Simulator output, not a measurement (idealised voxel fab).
process module | voxel tone inversion
cross-section cut | 240 nm wide | cells 5 nm
A cross-section is a grid of square cells, given in bands from the top down. A band is one or more rows of cells.
Each band's line starts with the height of the band's top and of its bottom, in nm. Then come its materials from left to right, each with its width in nm. One material with "throughout" fills the band from edge to edge. "air" is empty space.
Height 0 is the level under which the wafer as received is all one material. The lowest band goes on downwards, as in "0 down".
A width such as "30 to 40" changes by the same amount from each row of cells to the next, from the band's top row to its bottom row.
"no change" after a step means that no cell of the cross-section changed.
closed voids: empty space of 8 cells or more with no open way to the top, each as width x height at its distance from the left edge, in nm
after a step's settings: what the simulator itself notes on the step
overlay nm, on a step with a mask: how far to the right of its planned place the mask lay; to the left if negative
plan
1 op RECEIVE | material Si
2 op CONFORMAL_DEP | material SiN | thk nm 5
3 op DIRECTIONAL_DEP | material aC | thk nm 20
4 op PATTERN | tone cover | mask id POSTS | material resist | width nm 15 | pitch nm 45 | thk nm 30 | overlay nm 0
5 op DIRECTIONAL_ETCH | etch materials aC | depth nm 20
6 op STRIP | etch materials resist
7 op FILL_DEP | material SiO2 | thk nm 5
8 op CMP | height nm 25
9 op STRIP | etch materials aC
10 op CONFORMAL_DEP | material TiN | thk nm 5
11 op FILL_DEP | material Ru | thk nm 5
12 op CMP | height nm 25
13 op CONFORMAL_DEP | material SiN | thk nm 5
varied across the wafers: width nm of step 4. The plan shows the first wafer's value. All wafers start alike
first wafer as received, after step 1
  0 down: Si throughout
  closed voids: none
each wafer at the end: cells of each material gained (+) or lost (-) since it was received, then its closed voids
width nm 15 | +12 Ru | +96 SiN | +144 SiO2 | +36 TiN | closed voids: none
width nm 20 | +24 Ru | +96 SiN | +128 SiO2 | +40 TiN | closed voids: none
width nm 25 | +36 Ru | +96 SiN | +112 SiO2 | +44 TiN | closed voids: none
width nm 30 | +48 Ru | +96 SiN | +96 SiO2 | +48 TiN | closed voids: none
